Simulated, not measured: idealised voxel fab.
The following is a process module called voxel transistor to metal.
This is section cut - it's 205 nm across, gridded in 5 nm square cells.
Just so we're on the same page, the cross-sections are grids of square cells, and they're listed out in bands top to bottom, each band one or more rows deep. Each band's line starts with the height of the band's top and of its bottom, in nm. Then come its materials from left to right, each with its width in nm. One material with "full width" fills the band from edge to edge. "empty" is empty space. Where do heights start? At 0: under that level the wafer as delivered is made of one material only. And the lowest band has no floor; it just carries on downward, as in "from 0 down". When a width is written as two numbers, as in "30->40", the first number is the width in the top row of cells of the band and the second is the width in its bottom row, and the width changes by the same amount from each row to the next. The designation "nothing changed", where it is given for a processing step, indicates that no cell of the cross-section was altered in the course of that step. Voids not open to the top, 8 cells minimum: see "Tabulated closed voids". Written width x height at distance; distance is from the left edge; nm. Where a step's line continues beyond its settings, the continuation is a remark by the simulator itself on that step. overlay nm: mask right of planned place by this much (step with mask). Neg. = left.

-- plan
1: op RECEIVE | material Si
2: op OXIDIZE | depth nm 5
3: op CONFORMAL_DEP | material SiN | thk nm 10
4: op PATTERN | tone cover | mask id ACTIVE | material resist | width nm 110 | thk nm 15 | overlay nm 0
5: op DIRECTIONAL_ETCH | etch materials SiN | depth nm 10
6: op DIRECTIONAL_ETCH | etch materials SiO2 | depth nm 5
7: op DIRECTIONAL_ETCH | etch materials Si | depth nm 35
8: op STRIP | etch materials resist
9: op OXIDIZE | depth nm 5
10: op FILL_DEP | material SiO2 | thk nm 15
11: op CMP | height nm 10
12: op SELECTIVE_ETCH | etch materials SiO2 | depth nm 10
13: op STRIP | etch materials SiN
14: op SELECTIVE_ETCH | etch materials SiO2 | depth nm 5
15: op OXIDIZE | depth nm 5
16: op DIRECTIONAL_DEP | material polySi | thk nm 25
17: op DIRECTIONAL_DEP | material SiCN | thk nm 15
18: op MASKED_ETCH | tone cover | mask id GATE | width nm 20 | etch materials SiCN | depth nm 25 | overlay nm 0
19: op MASKED_ETCH | tone cover | mask id GATE | width nm 20 | etch materials polySi | depth nm 35 | overlay nm 0
20: op CONFORMAL_DEP | material SiN | thk nm 5
21: op DIRECTIONAL_ETCH | etch materials SiN | depth nm 5
22: op DIRECTIONAL_ETCH | etch materials SiO2 | depth nm 5
23: op DIRECTIONAL_ETCH | etch materials Si | depth nm 5
24: op EPI | material pSi | thk nm 10
25: op FILL_DEP | material SiO2 | thk nm 10
26: op CMP | height nm 35
27: op DIRECTIONAL_DEP | material SiO2 | thk nm 10
28: op DIRECTIONAL_DEP | material aC | thk nm 15
29: op PATTERN | tone open | mask id CONTACT | material resist | width nm 15 | pitch nm 75 | thk nm 30 | overlay nm 0
30: op DIRECTIONAL_ETCH | etch materials aC | depth nm 15
31: op STRIP | etch materials resist
32: op DIRECTIONAL_ETCH | etch materials SiO2 | depth nm 50
33: op STRIP | etch materials aC
34: op CONFORMAL_DEP | material TiN | thk nm 5
35: op FILL_DEP | material W | thk nm 5
36: op CMP | height nm 45
37: op DIRECTIONAL_DEP | material TiN | thk nm 5
38: op DIRECTIONAL_DEP | material W | thk nm 25
39: op PATTERN | tone cover | mask id METAL_1 | material resist | width nm 15 | pitch nm 75 | thk nm 15 | overlay nm 0
40: op DIRECTIONAL_ETCH | etch materials W | depth nm 25
41: op DIRECTIONAL_ETCH | etch materials TiN | depth nm 5
42: op STRIP | etch materials resist
43: op FILL_DEP | material lowk | thk nm 10
44: op CMP | height nm 75
45: op CONFORMAL_DEP | material SiCN | thk nm 5
46: op DIRECTIONAL_DEP | material lowk | thk nm 35
47: op MASKED_ETCH | tone open | mask id METAL_2 | width nm 15 | pitch nm 75 | etch materials lowk | depth nm 20 | overlay nm 0
48: op MASKED_ETCH | tone open | mask id METAL_2_HOLES | width nm 15 | pitch nm 75 | etch materials lowk | depth nm 15 | overlay nm 0
49: op MASKED_ETCH | tone open | mask id METAL_2_HOLES | width nm 15 | pitch nm 75 | etch materials SiCN | depth nm 5 | overlay nm 0
50: op CONFORMAL_DEP | material TiN | thk nm 5
51: op FILL_DEP | material Cu | thk nm 5
52: op CMP | height nm 115
53: op CONFORMAL_DEP | material SiN | thk nm 5

-- As received (post step 1): cross-section
> from 0 down  Si full width
> Tabulated closed voids: none

-- First of two wafers: cross-section at end of module, run per plan
> from 120 to 115  SiN full width
> from 115 to 80  55 nm lowk / 5 nm TiN / 5 nm Cu / 5 nm TiN / 60 nm lowk / 5 nm TiN / 5 nm Cu / 5 nm TiN / 60 nm lowk
> from 80 to 75  55 nm SiCN / 15 nm TiN / 60 nm SiCN / 15 nm TiN / 60 nm SiCN
> from 75 to 50  55 nm lowk / 15 nm W / 60 nm lowk / 15 nm W / 60 nm lowk
> from 50 to 45  55 nm lowk / 15 nm TiN / 60 nm lowk / 15 nm TiN / 60 nm lowk
> from 45 to 35  55 nm SiO2 / 5 nm TiN / 5 nm W / 5 nm TiN / 60 nm SiO2 / 5 nm TiN / 5 nm W / 5 nm TiN / 60 nm SiO2
> from 35 to 20  55 nm SiO2 / 5 nm TiN / 5 nm W / 5 nm TiN / 15 nm SiO2 / 5 nm SiN / 20 nm SiCN / 5 nm SiN / 15 nm SiO2 / 5 nm TiN / 5 nm W / 5 nm TiN / 60 nm SiO2
> from 20 to 0  55 nm SiO2 / 5 nm TiN / 5 nm W / 5 nm TiN / 15 nm SiO2 / 5 nm SiN / 20 nm polySi / 5 nm SiN / 15 nm SiO2 / 5 nm TiN / 5 nm W / 5 nm TiN / 60 nm SiO2
> from 0 to -5  55 nm SiO2 / 15 nm TiN / 5 nm SiO2 / 10 nm pSi / 5 nm SiN / 20 nm polySi / 5 nm SiN / 10 nm pSi / 5 nm SiO2 / 15 nm TiN / 60 nm SiO2
> from -5 to -10  45 nm SiO2 / 40 nm pSi / 30 nm SiO2 / 40 nm pSi / 50 nm SiO2
> from -10 to -15  50 nm SiO2 / 35 nm pSi / 30 nm Si / 35 nm pSi / 55 nm SiO2
> from -15 to -45  50 nm SiO2 / 100 nm Si / 55 nm SiO2
> from -45 down  Si full width
> Tabulated closed voids: none

-- What the second wafer looks like in cross-section once the module is done. Its start and its plan matched the first wafer's exactly; what differed was one mistake in how it was run
> from 120 to 115  SiN full width
> from 115 to 80  55 nm lowk / 5 nm TiN / 5 nm Cu / 5 nm TiN / 60 nm lowk / 5 nm TiN / 5 nm Cu / 5 nm TiN / 60 nm lowk
> from 80 to 75  55 nm SiCN / 15 nm TiN / 60 nm SiCN / 15 nm TiN / 60 nm SiCN
> from 75 to 50  55 nm lowk / 15 nm W / 60 nm lowk / 15 nm W / 60 nm lowk
> from 50 to 45  55 nm lowk / 15 nm TiN / 60 nm lowk / 15 nm TiN / 60 nm lowk
> from 45 to 35  55 nm SiO2 / 5 nm TiN / 5 nm W / 5 nm TiN / 60 nm SiO2 / 5 nm TiN / 5 nm W / 5 nm TiN / 60 nm SiO2
> from 35 to 15  55 nm SiO2 / 5 nm TiN / 5 nm W / 5 nm TiN / 15 nm SiO2 / 5 nm SiN / 20 nm polySi / 5 nm SiN / 15 nm SiO2 / 5 nm TiN / 5 nm W / 5 nm TiN / 60 nm SiO2
> from 15 to 10  55 nm SiO2 / 15 nm TiN / 15 nm SiO2 / 5 nm SiN / 20 nm polySi / 5 nm SiN / 15 nm SiO2 / 15 nm TiN / 60 nm SiO2
> from 10 to 0  45 nm SiO2 / 110 nm SiN / 50 nm SiO2
> from 0 to -5  SiO2 full width
> from -5 to -45  50 nm SiO2 / 100 nm Si / 55 nm SiO2
> from -45 down  Si full width
> Tabulated closed voids: none
Which mistake was made when the wafer was run? step 11 of the plan was jumped over and never run
The final cell counts differ between the wafers, with the second having more or fewer of some materials than the first: +34 Si, -12 SiCN, +38 SiN, -8 SiO2, -12 TiN, -6 W, -34 pSi
